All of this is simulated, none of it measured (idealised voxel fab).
The document below concerns the process module designated voxel double patterning.
Square cell edge 5 nm, section width 290 nm, ID cut.
Square cells in a grid make up a cross-section in this document, and the grid is given as bands, listed from the top down, each one or more rows of cells.
For a band, the entry starts with two heights in nm, that of the top and then that of the bottom, and carries on with the band's materials in order from left to right, each alongside its width in nm; the word "all across" beside a single material means it fills the band edge to edge, and "blank" means empty space.
For the purposes of this specification, 0 denotes the height below which the wafer in its as-received condition is composed wholly of one material, and the lowermost band, lacking a lower limit, extends downward without end, as expressed in "top 0, no bottom".
It should be noted that a width expressed as "30..40" varies in equal increments from row to row of cells within the band, taking the value of the first number at the top row and that of the second number at the bottom row.
"nothing was modified" -> step changed no cross-section cell.
Under "Trapped void list" you'll find the enclosed gaps, the ones with no way out to the top, that are 8 cells or bigger; each reads width x height at distance, with distance counted from the left edge, everything in nm.
On each step's line, the part that comes after the settings is the simulator's own comment on the step.
For masked steps, "overlay nm" on the step line gives how far right of plan the mask actually lay; a minus sign means it lay to the left.
Read each pair as before and after one process step. The after cross-section shows only down to the lowest band that changed. The step between them and its settings are given below the pair. Pairs can come from different runs of this module on the same starting wafer. A pair continues from the pair above only where its "Status quo ante" entry says so.

## Status quo ante
> top 25, bottom 20: SiCN all across
> top 20, bottom 5: SiO2 all across
> top 5, bottom 0: SiN all across
> top 0, no bottom: Si all across
> Trapped void list: none

## State After Step
> top 35, bottom 25: SiN all across
> Rest of section, below 25: as before.
> Trapped void list: none
Formally, the process step situated between the two cross-sections above is DIRECTIONAL_DEP, material SiN, thk nm 10

Status quo ante: just use the after drawing of the pair above as your starting point.

## State After Step
> top 65, bottom 35: resist: 110 / blank: 15 / resist: 35 / blank: 15 / resist: 115
> Rest of section, below 35: as before.
> Trapped void list: none
Formally, the process step situated between the two cross-sections above is PATTERN, tone open, mask id FIRST, material resist, width nm 15, pitch nm 50, thk nm 30, overlay nm 0

Status quo ante: just use the after drawing of the pair above as your starting point.

## State After Step
> top 55, bottom 35: resist: 110 / blank: 15 / resist: 35 / blank: 15 / resist: 115
> Rest of section, below 35: as before.
> Trapped void list: none
Formally, the process step situated between the two cross-sections above is DIRECTIONAL_ETCH, etch materials aC, depth nm 10

Status quo ante: just use the after drawing of the pair above as your starting point.

## State After Step
> top 35, bottom 25: SiN all across
> Rest of section, below 25: as before.
> Trapped void list: none
Formally, the process step situated between the two cross-sections above is STRIP, etch materials resist

Status quo ante: just use the after drawing of the pair above as your starting point.

## State After Step
> top 55, bottom 35: resist: 135 / blank: 15 / resist: 140
> Rest of section, below 35: as before.
> Trapped void list: none
Formally, the process step situated between the two cross-sections above is PATTERN, tone open, mask id SECOND, material resist, width nm 15, thk nm 20, overlay nm 0

Status quo ante: just use the after drawing of the pair above as your starting point.

## State After Step
> top 35, bottom 25: SiN all across
> Rest of section, below 25: as before.
> Trapped void list: none
Formally, the process step situated between the two cross-sections above is STRIP, etch materials resist

## Status quo ante
> top 35, bottom 25: aC all across
> top 25, bottom 20: SiCN all across
> top 20, bottom 5: SiO2 all across
> top 5, bottom 0: SiN all across
> top 0, no bottom: Si all across
> Trapped void list: none

## State After Step
> top 65, bottom 35: blank: 110 / resist: 15 / blank: 35 / resist: 15 / blank: 115
> Rest of section, below 35: as before.
> Trapped void list: none
Formally, the process step situated between the two cross-sections above is PATTERN, tone cover, mask id FIRST, material resist, width nm 15, pitch nm 50, thk nm 30, overlay nm 0

Status quo ante: just use the after drawing of the pair above as your starting point.

## State After Step
> top 55, bottom 35: blank: 110 / resist: 15 / blank: 35 / resist: 15 / blank: 115
> top 35, bottom 25: blank: 110 / aC: 15 / blank: 35 / aC: 15 / blank: 115
> Rest of section, below 25: as before.
> Trapped void list: none
Formally, the process step situated between the two cross-sections above is DIRECTIONAL_ETCH, etch materials aC, depth nm 10

Status quo ante: just use the after drawing of the pair above as your starting point.

## State After Step
> top 35, bottom 25: blank: 110 / aC: 15 / blank: 35 / aC: 15 / blank: 115
> Rest of section, below 25: as before.
> Trapped void list: none
Formally, the process step situated between the two cross-sections above is STRIP, etch materials resist

Status quo ante: just use the after drawing of the pair above as your starting point.

## State After Step
> top 35, bottom 25: blank: 110 / aC: 15 / blank: 35 / aC: 15 / blank: 115
> top 25, bottom 20: blank: 110 / SiCN: 15 / blank: 35 / SiCN: 15 / blank: 115
> Rest of section, below 20: as before.
> Trapped void list: none
Formally, the process step situated between the two cross-sections above is DIRECTIONAL_ETCH, etch materials SiCN, depth nm 5

Status quo ante: just use the after drawing of the pair above as your starting point.

## State After Step
> top 25, bottom 20: blank: 110 / SiCN: 15 / blank: 35 / SiCN: 15 / blank: 115
> Rest of section, below 20: as before.
> Trapped void list: none
Formally, the process step situated between the two cross-sections above is STRIP, etch materials aC

Status quo ante: just use the after drawing of the pair above as your starting point.

## State After Step
> top 45, bottom 25: resist: 135 / blank: 15 / resist: 140
> top 25, bottom 20: resist: 110 / SiCN: 15 / resist: 10 / blank: 15 / resist: 10 / SiCN: 15 / resist: 115
> Rest of section, below 20: as before.
> Trapped void list: none
Formally, the process step situated between the two cross-sections above is PATTERN, tone open, mask id SECOND, material resist, width nm 15, thk nm 20, overlay nm 0

Status quo ante: just use the after drawing of the pair above as your starting point.

## State After Step
> top 25, bottom 20: blank: 110 / SiCN: 15 / blank: 35 / SiCN: 15 / blank: 115
> Rest of section, below 20: as before.
> Trapped void list: none
Formally, the process step situated between the two cross-sections above is STRIP, etch materials resist

Status quo ante: just use the after drawing of the pair above as your starting point.

## State After Step
> top 25, bottom 20: blank: 110 / SiCN: 15 / blank: 35 / SiCN: 15 / blank: 115
> top 20, bottom 5: blank: 110 / SiO2: 15 / blank: 35 / SiO2: 15 / blank: 115
> Rest of section, below 5: as before.
> Trapped void list: none
Formally, the process step situated between the two cross-sections above is DIRECTIONAL_ETCH, etch materials SiO2, depth nm 15

Status quo ante: just use the after drawing of the pair above as your starting point.

## State After Step
> top 20, bottom 5: blank: 110 / SiO2: 15 / blank: 35 / SiO2: 15 / blank: 115
> Rest of section, below 5: as before.
> Trapped void list: none
Formally, the process step situated between the two cross-sections above is STRIP, etch materials SiCN
